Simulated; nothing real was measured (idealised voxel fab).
Title: Process Module voxel wiring stack
Xsec cut, 300 nm wide, square cell size 5 nm.
How to read a cross-section here: the picture is a grid of square cells, written as bands going from the top down, and any band can span one or more rows of cells. Basically the band line says how high the top is and how high the bottom is, in nm, and then what's in it from left to right, every material with its width in nm. Empty space shows up as "air", and if a single material carries "edge to edge" it runs the full band edge to edge. All heights in this document are referenced to 0, defined as the level beneath which the wafer, as received, consists entirely of one material. The lowest band is not bounded below; it extends indefinitely downward and is written in the form "0 nm and below". Think of "30->40" as a width that walks from the first number to the second as you go down the band, top row to bottom row, taking equal-sized steps from row to row. Take "nothing altered" at face value: in the step it is given for, the cross-section changed in none of its cells. "Closed cavity list" contains a list of empty spaces, each no smaller than 8 cells and without an open way to the top, written in the form width x height at distance with the distance from the left edge and all three in nm. Text after the settings on a step's line: the simulator's own remark on that step. What "overlay nm" on a step's line means: if the step has a mask, that mask lay this far to the right of its planned place, or, when the value is negative, to the left.

The steps planned for the process are as follows:
1 op RECEIVE | material Si
2 op CONFORMAL_DEP | material SiO2 | thk nm 10
3 op DIRECTIONAL_DEP | material TiN | thk nm 5
4 op DIRECTIONAL_DEP | material W | thk nm 25
5 op MASKED_ETCH | tone cover | mask id METAL_1 | width nm 25 | pitch nm 45 | etch materials W | depth nm 25 | overlay nm 0
6 op MASKED_ETCH | tone cover | mask id METAL_1 | width nm 25 | pitch nm 45 | etch materials TiN | depth nm 5 | overlay nm -15
7 op FILL_DEP | material lowk | thk nm 10
8 op CMP | height nm 40
9 op CONFORMAL_DEP | material SiCN | thk nm 5
10 op DIRECTIONAL_DEP | material lowk | thk nm 20
11 op MASKED_ETCH | tone open | mask id PLUG_1 | width nm 15 | pitch nm 45 | etch materials lowk | depth nm 20 | overlay nm 0
12 op MASKED_ETCH | tone open | mask id PLUG_1 | width nm 15 | pitch nm 45 | etch materials SiCN | depth nm 5 | overlay nm 0
13 op CONFORMAL_DEP | material TiN | thk nm 5
14 op FILL_DEP | material W | thk nm 5
15 op CMP | height nm 65
16 op CONFORMAL_DEP | material SiN | thk nm 5
17 op DIRECTIONAL_DEP | material SiO2 | thk nm 20
18 op DIRECTIONAL_DEP | material aC | thk nm 10
19 op PATTERN | tone open | mask id METAL_2 | material resist | width nm 25 | pitch nm 45 | thk nm 25 | overlay nm 0
20 op DIRECTIONAL_ETCH | etch materials aC | depth nm 10
21 op STRIP | etch materials resist
22 op DIRECTIONAL_ETCH | etch materials SiO2 | depth nm 20
23 op DIRECTIONAL_ETCH | etch materials SiN | depth nm 5
24 op STRIP | etch materials aC
25 op CONFORMAL_DEP | material TiN | thk nm 5
26 op FILL_DEP | material Cu | thk nm 5
27 op CMP | height nm 90
28 op CONFORMAL_DEP | material SiN | thk nm 5
For this document, wafers share an identical start and vary in the step 6 overlay nm; the plan quotes the first wafer's value.

As-received cross-section, first of several wafers, post step 1:
* 0 nm and below  Si edge to edge
* Closed cavity list: none

First of several wafers: cross-section at the end of the module, after step 28, its last step:
* 95 nm to 90 nm  SiN edge to edge
* 90 nm to 70 nm  SiO2: 115, then TiN: 5, then Cu: 15, then TiN: 5, then SiO2: 20, then TiN: 5, then Cu: 15, then TiN: 5, then SiO2: 115
* 70 nm to 65 nm  SiN: 115, then TiN: 25, then SiN: 20, then TiN: 25, then SiN: 115
* 65 nm to 45 nm  lowk: 115, then TiN: 5, then W: 5, then TiN: 5, then lowk: 30, then TiN: 5, then W: 5, then TiN: 5, then lowk: 125
* 45 nm to 40 nm  SiCN: 115, then TiN: 15, then SiCN: 30, then TiN: 15, then SiCN: 125
* 40 nm to 15 nm  lowk: 115, then W: 25, then lowk: 20, then W: 25, then lowk: 115
* 15 nm to 10 nm  lowk: 100, then TiN: 40, then lowk: 5, then TiN: 40, then lowk: 115
* 10 nm to 0 nm  SiO2 edge to edge
* 0 nm and below  Si edge to edge
* Closed cavity list: none

Last wafer of the set, cross-sectioned at end of module:
* 95 nm to 90 nm  SiN edge to edge
* 90 nm to 70 nm  SiO2: 115, then TiN: 5, then Cu: 15, then TiN: 5, then SiO2: 20, then TiN: 5, then Cu: 15, then TiN: 5, then SiO2: 115
* 70 nm to 65 nm  SiN: 115, then TiN: 25, then SiN: 20, then TiN: 25, then SiN: 115
* 65 nm to 45 nm  lowk: 115, then TiN: 5, then W: 5, then TiN: 5, then lowk: 30, then TiN: 5, then W: 5, then TiN: 5, then lowk: 125
* 45 nm to 40 nm  SiCN: 115, then TiN: 15, then SiCN: 30, then TiN: 15, then SiCN: 125
* 40 nm to 15 nm  lowk: 115, then W: 25, then lowk: 20, then W: 25, then lowk: 115
* 15 nm to 10 nm  lowk: 115, then TiN: 40, then lowk: 5, then TiN: 40, then lowk: 100
* 10 nm to 0 nm  SiO2 edge to edge
* 0 nm and below  Si edge to edge
* Closed cavity list: none

Per wafer, end of module: cells gained (+) or lost (-) per material since receipt, then closed voids:
overlay nm -15 | +24 Cu | +54 SiCN | +110 SiN | +320 SiO2 | +64 TiN | +58 W | +510 lowk | Closed cavity list: none
overlay nm -10 | +24 Cu | +54 SiCN | +110 SiN | +320 SiO2 | +62 TiN | +58 W | +512 lowk | Closed cavity list: none
overlay nm -5 | +24 Cu | +54 SiCN | +110 SiN | +320 SiO2 | +60 TiN | +58 W | +514 lowk | Closed cavity list: none
overlay nm 0 | +24 Cu | +54 SiCN | +110 SiN | +320 SiO2 | +58 TiN | +58 W | +516 lowk | Closed cavity list: none
overlay nm 5 | +24 Cu | +54 SiCN | +110 SiN | +320 SiO2 | +60 TiN | +58 W | +514 lowk | Closed cavity list: none
overlay nm 10 | +24 Cu | +54 SiCN | +110 SiN | +320 SiO2 | +62 TiN | +58 W | +512 lowk | Closed cavity list: none
overlay nm 15 | +24 Cu | +54 SiCN | +110 SiN | +320 SiO2 | +64 TiN | +58 W | +510 lowk | Closed cavity list: none
